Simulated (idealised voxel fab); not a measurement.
This is a process module. Its name is voxel capacitor over wiring.
Displayed cross-section: cut, width of 145 nm, square cells sized 5 nm.
For the purposes of this document, a cross-section shall be understood as a grid of square cells, specified as bands listed in top-to-bottom order, each band consisting of one or more rows of cells. Band: top height; bottom height; in nm. Then, left to right: material with width in nm, for each material. "full width": a single material spanning edge to edge. "empty": empty space. For the purposes of this specification, 0 denotes the height below which the wafer in its as-received condition is composed wholly of one material, and the lowermost band, lacking a lower limit, extends downward without end, as expressed in "0 nm and below". Per-row width for "30..40": begins at first number (top row of band), ends at second number (bottom row), increment between rows held constant. "nothing got changed" means the step left every cell of the cross-section as it was. The list in "Closed voids list" covers empty spaces of 8 cells or more that cannot reach the top through any open way, and it gives each as width x height at distance; the distance is from the left edge, and width, height and distance are in nm. Post-settings text on a step line: simulator's own remark regarding the step. Among the settings permitted on a step's line is "overlay nm"; applied to a step with a mask, it specifies the extent to which the mask lay to the right of its planned position, whereas a negative figure signifies a position to the left.

Planned process steps:
| 1 | op RECEIVE | material Si |
| 2 | op CONFORMAL_DEP | material SiO2 | thk nm 15 |
| 3 | op DIRECTIONAL_DEP | material TiN | thk nm 5 |
| 4 | op DIRECTIONAL_DEP | material Ru | thk nm 15 |
| 5 | op PATTERN | tone cover | mask id METAL_1 | material resist | width nm 25 | pitch nm 75 | thk nm 20 | overlay nm 0 |
| 6 | op DIRECTIONAL_ETCH | etch materials Ru | depth nm 15 |
| 7 | op DIRECTIONAL_ETCH | etch materials TiN | depth nm 5 |
| 8 | op STRIP | etch materials resist |
| 9 | op FILL_DEP | material SiO2 | thk nm 10 |
| 10 | op CMP | height nm 35 |
| 11 | op CONFORMAL_DEP | material SiCN | thk nm 5 |
| 12 | op DIRECTIONAL_DEP | material SiO2 | thk nm 10 |
| 13 | op DIRECTIONAL_DEP | material aC | thk nm 15 |
| 14 | op PATTERN | tone open | mask id PLUG_1 | material resist | width nm 15 | thk nm 30 | overlay nm 0 |
| 15 | op DIRECTIONAL_ETCH | etch materials aC | depth nm 15 |
| 16 | op STRIP | etch materials resist |
| 17 | op DIRECTIONAL_ETCH | etch materials SiO2 | depth nm 10 |
| 18 | op DIRECTIONAL_ETCH | etch materials SiCN | depth nm 5 |
| 19 | op STRIP | etch materials aC |
| 20 | op CONFORMAL_DEP | material TiN | thk nm 5 |
| 21 | op FILL_DEP | material W | thk nm 5 |
| 22 | op CMP | height nm 50 |
| 23 | op DIRECTIONAL_DEP | material TiN | thk nm 5 |
| 24 | op DIRECTIONAL_DEP | material Al2O3 | thk nm 5 |
| 25 | op DIRECTIONAL_DEP | material TiN | thk nm 10 |
| 26 | op DIRECTIONAL_DEP | material aC | thk nm 10 |
| 27 | op PATTERN | tone cover | mask id UPPER_PLATE | material resist | width nm 55 | thk nm 25 | overlay nm 0 |
| 28 | op DIRECTIONAL_ETCH | etch materials aC | depth nm 10 |
| 29 | op STRIP | etch materials resist |
| 30 | op DIRECTIONAL_ETCH | etch materials TiN | depth nm 10 |
| 31 | op DIRECTIONAL_ETCH | etch materials Al2O3 | depth nm 5 |
| 32 | op STRIP | etch materials aC |
| 33 | op PATTERN | tone cover | mask id LOWER_PLATE | material resist | width nm 65 | thk nm 15 | overlay nm 0 |
| 34 | op DIRECTIONAL_ETCH | etch materials TiN | depth nm 5 |
| 35 | op STRIP | etch materials resist |
| 36 | op FILL_DEP | material SiO2 | thk nm 20 |
| 37 | op CMP | height nm 85 |
| 38 | op PATTERN | tone open | mask id PLUG_2 | material resist | width nm 15 | thk nm 20 | overlay nm 0 |
| 39 | op DIRECTIONAL_ETCH | etch materials SiO2 | depth nm 15 |
| 40 | op STRIP | etch materials resist |
| 41 | op CONFORMAL_DEP | material TiN | thk nm 5 |
| 42 | op FILL_DEP | material Ru | thk nm 5 |
| 43 | op CMP | height nm 85 |
| 44 | op CONFORMAL_DEP | material SiN | thk nm 5 |

First out of two wafers; run went to plan:

Cross-sectional view of the wafer in its as-received condition, corresponding to the state after step 1:
> 0 nm and below = Si full width
> Closed voids list: none

State of the wafer after step 2, shown in cross-section:
> 15 nm to 0 nm = SiO2 full width
> below 0: unchanged

State of the wafer after step 3, shown in cross-section:
> 20 nm to 15 nm = TiN full width
> below 15: unchanged

State of the wafer after step 4, shown in cross-section:
> 35 nm to 20 nm = Ru full width
> below 20: unchanged

State of the wafer after step 5, shown in cross-section:
> 55 nm to 35 nm = empty (20) | resist (25) | empty (50) | resist (25) | empty (25)
> below 35: unchanged

State of the wafer after step 6, shown in cross-section:
> 55 nm to 35 nm = empty (20) | resist (25) | empty (50) | resist (25) | empty (25)
> 35 nm to 20 nm = empty (20) | Ru (25) | empty (50) | Ru (25) | empty (25)
> below 20: unchanged

State of the wafer after step 7, shown in cross-section:
> 55 nm to 35 nm = empty (20) | resist (25) | empty (50) | resist (25) | empty (25)
> 35 nm to 20 nm = empty (20) | Ru (25) | empty (50) | Ru (25) | empty (25)
> 20 nm to 15 nm = empty (20) | TiN (25) | empty (50) | TiN (25) | empty (25)
> below 15: unchanged

State of the wafer after step 8, shown in cross-section:
> 35 nm to 20 nm = empty (20) | Ru (25) | empty (50) | Ru (25) | empty (25)
> below 20: unchanged

State of the wafer after step 9, shown in cross-section:
> 45 nm to 35 nm = SiO2 full width
> 35 nm to 20 nm = SiO2 (20) | Ru (25) | SiO2 (50) | Ru (25) | SiO2 (25)
> 20 nm to 15 nm = SiO2 (20) | TiN (25) | SiO2 (50) | TiN (25) | SiO2 (25)
> below 15: unchanged

State of the wafer after step 10, shown in cross-section:
> 35 nm to 20 nm = SiO2 (20) | Ru (25) | SiO2 (50) | Ru (25) | SiO2 (25)
> below 20: unchanged

State of the wafer after step 11, shown in cross-section:
> 40 nm to 35 nm = SiCN full width
> below 35: unchanged

State of the wafer after step 12, shown in cross-section:
> 50 nm to 40 nm = SiO2 full width
> below 40: unchanged

State of the wafer after step 13, shown in cross-section:
> 65 nm to 50 nm = aC full width
> below 50: unchanged

State of the wafer after step 14, shown in cross-section:
> 95 nm to 65 nm = resist (30) | empty (15) | resist (100)
> below 65: unchanged

State of the wafer after step 15, shown in cross-section:
> 80 nm to 65 nm = resist (30) | empty (15) | resist (100)
> 65 nm to 50 nm = aC (30) | empty (15) | aC (100)
> below 50: unchanged

State of the wafer after step 16, shown in cross-section:
> 65 nm to 50 nm = aC (30) | empty (15) | aC (100)
> below 50: unchanged

State of the wafer after step 17, shown in cross-section:
> 65 nm to 50 nm = aC (30) | empty (15) | aC (100)
> 50 nm to 40 nm = SiO2 (30) | empty (15) | SiO2 (100)
> below 40: unchanged

State of the wafer after step 18, shown in cross-section:
> 65 nm to 50 nm = aC (30) | empty (15) | aC (100)
> 50 nm to 40 nm = SiO2 (30) | empty (15) | SiO2 (100)
> 40 nm to 35 nm = SiCN (30) | empty (15) | SiCN (100)
> below 35: unchanged

State of the wafer after step 19, shown in cross-section:
> 50 nm to 40 nm = SiO2 (30) | empty (15) | SiO2 (100)
> below 40: unchanged

State of the wafer after step 20, shown in cross-section:
> 55 nm to 50 nm = TiN (35) | empty (5) | TiN (105)
> 50 nm to 40 nm = SiO2 (30) | TiN (5) | empty (5) | TiN (5) | SiO2 (100)
> 40 nm to 35 nm = SiCN (30) | TiN (15) | SiCN (100)
> below 35: unchanged

State of the wafer after step 21, shown in cross-section:
> 60 nm to 55 nm = W full width
> 55 nm to 50 nm = TiN (35) | W (5) | TiN (105)
> 50 nm to 40 nm = SiO2 (30) | TiN (5) | W (5) | TiN (5) | SiO2 (100)
> below 40: unchanged

State of the wafer after step 22, shown in cross-section:
> 50 nm to 40 nm = SiO2 (30) | TiN (5) | W (5) | TiN (5) | SiO2 (100)
> below 40: unchanged

State of the wafer after step 23, shown in cross-section:
> 55 nm to 50 nm = TiN full width
> below 50: unchanged

State of the wafer after step 24, shown in cross-section:
> 60 nm to 55 nm = Al2O3 full width
> below 55: unchanged

State of the wafer after step 25, shown in cross-section:
> 70 nm to 60 nm = TiN full width
> below 60: unchanged

State of the wafer after step 26, shown in cross-section:
> 80 nm to 70 nm = aC full width
> below 70: unchanged

State of the wafer after step 27, shown in cross-section:
> 105 nm to 80 nm = empty (30) | resist (55) | empty (60)
> below 80: unchanged

State of the wafer after step 28, shown in cross-section:
> 95 nm to 80 nm = empty (30) | resist (55) | empty (60)
> 80 nm to 70 nm = empty (30) | aC (55) | empty (60)
> below 70: unchanged

State of the wafer after step 29, shown in cross-section:
> 80 nm to 70 nm = empty (30) | aC (55) | empty (60)
> below 70: unchanged

State of the wafer after step 30, shown in cross-section:
> 80 nm to 70 nm = empty (30) | aC (55) | empty (60)
> 70 nm to 60 nm = empty (30) | TiN (55) | empty (60)
> below 60: unchanged

State of the wafer after step 31, shown in cross-section:
> 80 nm to 70 nm = empty (30) | aC (55) | empty (60)
> 70 nm to 60 nm = empty (30) | TiN (55) | empty (60)
> 60 nm to 55 nm = empty (30) | Al2O3 (55) | empty (60)
> below 55: unchanged

State of the wafer after step 32, shown in cross-section:
> 70 nm to 60 nm = empty (30) | TiN (55) | empty (60)
> below 60: unchanged

State of the wafer after step 33, shown in cross-section:
> 85 nm to 70 nm = empty (25) | resist (65) | empty (55)
> 70 nm to 60 nm = empty (25) | resist (5) | TiN (55) | resist (5) | empty (55)
> 60 nm to 55 nm = empty (25) | resist (5) | Al2O3 (55) | resist (5) | empty (55)
> below 55: unchanged

State of the wafer after step 34, shown in cross-section:
> 85 nm to 70 nm = empty (25) | resist (65) | empty (55)
> 70 nm to 60 nm = empty (25) | resist (5) | TiN (55) | resist (5) | empty (55)
> 60 nm to 55 nm = empty (25) | resist (5) | Al2O3 (55) | resist (5) | empty (55)
> 55 nm to 50 nm = empty (25) | TiN (65) | empty (55)
> below 50: unchanged

State of the wafer after step 35, shown in cross-section:
> 70 nm to 60 nm = empty (30) | TiN (55) | empty (60)
> 60 nm to 55 nm = empty (30) | Al2O3 (55) | empty (60)
> below 55: unchanged

State of the wafer after step 36, shown in cross-section:
> 90 nm to 70 nm = SiO2 full width
> 70 nm to 60 nm = SiO2 (30) | TiN (55) | SiO2 (60)
> 60 nm to 55 nm = SiO2 (30) | Al2O3 (55) | SiO2 (60)
> 55 nm to 50 nm = SiO2 (25) | TiN (65) | SiO2 (55)
> below 50: unchanged

State of the wafer after step 37, shown in cross-section:
> 85 nm to 70 nm = SiO2 full width
> below 70: unchanged

State of the wafer after step 38, shown in cross-section:
> 105 nm to 85 nm = resist (40) | empty (15) | resist (90)
> below 85: unchanged

State of the wafer after step 39, shown in cross-section:
> 105 nm to 85 nm = resist (40) | empty (15) | resist (90)
> 85 nm to 70 nm = SiO2 (40) | empty (15) | SiO2 (90)
> below 70: unchanged

State of the wafer after step 40, shown in cross-section:
> 85 nm to 70 nm = SiO2 (40) | empty (15) | SiO2 (90)
> below 70: unchanged

State of the wafer after step 41, shown in cross-section:
> 90 nm to 85 nm = TiN (45) | empty (5) | TiN (95)
> 85 nm to 75 nm = SiO2 (40) | TiN (5) | empty (5) | TiN (5) | SiO2 (90)
> 75 nm to 70 nm = SiO2 (40) | TiN (15) | SiO2 (90)
> below 70: unchanged

State of the wafer after step 42, shown in cross-section:
> 95 nm to 90 nm = Ru full width
> 90 nm to 85 nm = TiN (45) | Ru (5) | TiN (95)
> 85 nm to 75 nm = SiO2 (40) | TiN (5) | Ru (5) | TiN (5) | SiO2 (90)
> below 75: unchanged

State of the wafer after step 43, shown in cross-section:
> 85 nm to 75 nm = SiO2 (40) | TiN (5) | Ru (5) | TiN (5) | SiO2 (90)
> below 75: unchanged

State of the wafer after step 44, shown in cross-section:
> 90 nm to 85 nm = SiN full width
> below 85: unchanged

Second Wafer (Identical Start and Plan, One Processing Error; Matches First Wafer Through Step 1):

Second wafer at the planned finish of step 2, seen in cross-section:
> 5 nm to 0 nm = TiN full width
> below 0: unchanged

Second wafer at the planned finish of step 3, seen in cross-section:
> 20 nm to 5 nm = SiO2 full width
> below 5: unchanged

Second wafer at the planned finish of step 4, seen in cross-section:
> 35 nm to 20 nm = Ru full width
> below 20: unchanged

Second wafer at the planned finish of step 5, seen in cross-section:
> 55 nm to 35 nm = empty (20) | resist (25) | empty (50) | resist (25) | empty (25)
> below 35: unchanged

Second wafer at the planned finish of step 6, seen in cross-section:
> 55 nm to 35 nm = empty (20) | resist (25) | empty (50) | resist (25) | empty (25)
> 35 nm to 20 nm = empty (20) | Ru (25) | empty (50) | Ru (25) | empty (25)
> below 20: unchanged

Second wafer at the planned finish of step 7, seen in cross-section: nothing got changed

Second wafer at the planned finish of step 8, seen in cross-section:
> 35 nm to 20 nm = empty (20) | Ru (25) | empty (50) | Ru (25) | empty (25)
> below 20: unchanged

Second wafer at the planned finish of step 9, seen in cross-section:
> 45 nm to 35 nm = SiO2 full width
> 35 nm to 20 nm = SiO2 (20) | Ru (25) | SiO2 (50) | Ru (25) | SiO2 (25)
> below 20: unchanged

Second wafer at the planned finish of step 10, seen in cross-section:
> 35 nm to 20 nm = SiO2 (20) | Ru (25) | SiO2 (50) | Ru (25) | SiO2 (25)
> below 20: unchanged

Second wafer at the planned finish of step 11, seen in cross-section:
> 40 nm to 35 nm = SiCN full width
> below 35: unchanged

Second wafer at the planned finish of step 12, seen in cross-section:
> 50 nm to 40 nm = SiO2 full width
> below 40: unchanged

Second wafer at the planned finish of step 13, seen in cross-section:
> 65 nm to 50 nm = aC full width
> below 50: unchanged

Second wafer at the planned finish of step 14, seen in cross-section:
> 95 nm to 65 nm = resist (30) | empty (15) | resist (100)
> below 65: unchanged

Second wafer at the planned finish of step 15, seen in cross-section:
> 80 nm to 65 nm = resist (30) | empty (15) | resist (100)
> 65 nm to 50 nm = aC (30) | empty (15) | aC (100)
> below 50: unchanged

Second wafer at the planned finish of step 16, seen in cross-section:
> 65 nm to 50 nm = aC (30) | empty (15) | aC (100)
> below 50: unchanged

Second wafer at the planned finish of step 17, seen in cross-section:
> 65 nm to 50 nm = aC (30) | empty (15) | aC (100)
> 50 nm to 40 nm = SiO2 (30) | empty (15) | SiO2 (100)
> below 40: unchanged

Second wafer at the planned finish of step 18, seen in cross-section:
> 65 nm to 50 nm = aC (30) | empty (15) | aC (100)
> 50 nm to 40 nm = SiO2 (30) | empty (15) | SiO2 (100)
> 40 nm to 35 nm = SiCN (30) | empty (15) | SiCN (100)
> below 35: unchanged

Second wafer at the planned finish of step 19, seen in cross-section:
> 50 nm to 40 nm = SiO2 (30) | empty (15) | SiO2 (100)
> below 40: unchanged

Second wafer at the planned finish of step 20, seen in cross-section:
> 55 nm to 50 nm = TiN (35) | empty (5) | TiN (105)
> 50 nm to 40 nm = SiO2 (30) | TiN (5) | empty (5) | TiN (5) | SiO2 (100)
> 40 nm to 35 nm = SiCN (30) | TiN (15) | SiCN (100)
> below 35: unchanged

Second wafer at the planned finish of step 21, seen in cross-section:
> 60 nm to 55 nm = W full width
> 55 nm to 50 nm = TiN (35) | W (5) | TiN (105)
> 50 nm to 40 nm = SiO2 (30) | TiN (5) | W (5) | TiN (5) | SiO2 (100)
> below 40: unchanged

Second wafer at the planned finish of step 22, seen in cross-section:
> 50 nm to 40 nm = SiO2 (30) | TiN (5) | W (5) | TiN (5) | SiO2 (100)
> below 40: unchanged

Second wafer at the planned finish of step 23, seen in cross-section:
> 55 nm to 50 nm = TiN full width
> below 50: unchanged

Second wafer at the planned finish of step 24, seen in cross-section:
> 60 nm to 55 nm = Al2O3 full width
> below 55: unchanged

Second wafer at the planned finish of step 25, seen in cross-section:
> 70 nm to 60 nm = TiN full width
> below 60: unchanged

Second wafer at the planned finish of step 26, seen in cross-section:
> 80 nm to 70 nm = aC full width
> below 70: unchanged

Second wafer at the planned finish of step 27, seen in cross-section:
> 105 nm to 80 nm = empty (30) | resist (55) | empty (60)
> below 80: unchanged

Second wafer at the planned finish of step 28, seen in cross-section:
> 95 nm to 80 nm = empty (30) | resist (55) | empty (60)
> 80 nm to 70 nm = empty (30) | aC (55) | empty (60)
> below 70: unchanged

Second wafer at the planned finish of step 29, seen in cross-section:
> 80 nm to 70 nm = empty (30) | aC (55) | empty (60)
> below 70: unchanged

Second wafer at the planned finish of step 30, seen in cross-section:
> 80 nm to 70 nm = empty (30) | aC (55) | empty (60)
> 70 nm to 60 nm = empty (30) | TiN (55) | empty (60)
> below 60: unchanged

Second wafer at the planned finish of step 31, seen in cross-section:
> 80 nm to 70 nm = empty (30) | aC (55) | empty (60)
> 70 nm to 60 nm = empty (30) | TiN (55) | empty (60)
> 60 nm to 55 nm = empty (30) | Al2O3 (55) | empty (60)
> below 55: unchanged

Second wafer at the planned finish of step 32, seen in cross-section:
> 70 nm to 60 nm = empty (30) | TiN (55) | empty (60)
> below 60: unchanged

Second wafer at the planned finish of step 33, seen in cross-section:
> 85 nm to 70 nm = empty (25) | resist (65) | empty (55)
> 70 nm to 60 nm = empty (25) | resist (5) | TiN (55) | resist (5) | empty (55)
> 60 nm to 55 nm = empty (25) | resist (5) | Al2O3 (55) | resist (5) | empty (55)
> below 55: unchanged

Second wafer at the planned finish of step 34, seen in cross-section:
> 85 nm to 70 nm = empty (25) | resist (65) | empty (55)
> 70 nm to 60 nm = empty (25) | resist (5) | TiN (55) | resist (5) | empty (55)
> 60 nm to 55 nm = empty (25) | resist (5) | Al2O3 (55) | resist (5) | empty (55)
> 55 nm to 50 nm = empty (25) | TiN (65) | empty (55)
> below 50: unchanged

Second wafer at the planned finish of step 35, seen in cross-section:
> 70 nm to 60 nm = empty (30) | TiN (55) | empty (60)
> 60 nm to 55 nm = empty (30) | Al2O3 (55) | empty (60)
> below 55: unchanged

Second wafer at the planned finish of step 36, seen in cross-section:
> 90 nm to 70 nm = SiO2 full width
> 70 nm to 60 nm = SiO2 (30) | TiN (55) | SiO2 (60)
> 60 nm to 55 nm = SiO2 (30) | Al2O3 (55) | SiO2 (60)
> 55 nm to 50 nm = SiO2 (25) | TiN (65) | SiO2 (55)
> below 50: unchanged

Second wafer at the planned finish of step 37, seen in cross-section:
> 85 nm to 70 nm = SiO2 full width
> below 70: unchanged

Second wafer at the planned finish of step 38, seen in cross-section:
> 105 nm to 85 nm = resist (40) | empty (15) | resist (90)
> below 85: unchanged

Second wafer at the planned finish of step 39, seen in cross-section:
> 105 nm to 85 nm = resist (40) | empty (15) | resist (90)
> 85 nm to 70 nm = SiO2 (40) | empty (15) | SiO2 (90)
> below 70: unchanged

Second wafer at the planned finish of step 40, seen in cross-section:
> 85 nm to 70 nm = SiO2 (40) | empty (15) | SiO2 (90)
> below 70: unchanged

Second wafer at the planned finish of step 41, seen in cross-section:
> 90 nm to 85 nm = TiN (45) | empty (5) | TiN (95)
> 85 nm to 75 nm = SiO2 (40) | TiN (5) | empty (5) | TiN (5) | SiO2 (90)
> 75 nm to 70 nm = SiO2 (40) | TiN (15) | SiO2 (90)
> below 70: unchanged

Second wafer at the planned finish of step 42, seen in cross-section:
> 95 nm to 90 nm = Ru full width
> 90 nm to 85 nm = TiN (45) | Ru (5) | TiN (95)
> 85 nm to 75 nm = SiO2 (40) | TiN (5) | Ru (5) | TiN (5) | SiO2 (90)
> below 75: unchanged

Second wafer at the planned finish of step 43, seen in cross-section:
> 85 nm to 75 nm = SiO2 (40) | TiN (5) | Ru (5) | TiN (5) | SiO2 (90)
> below 75: unchanged

Second wafer at the planned finish of step 44, seen in cross-section:
> 90 nm to 85 nm = SiN full width
> below 85: unchanged
Want to know what went wrong? steps 2 and 3 were swapped
Final wafer comparison in cells, second versus first, more or fewer per material: SiO2 -19; TiN +19
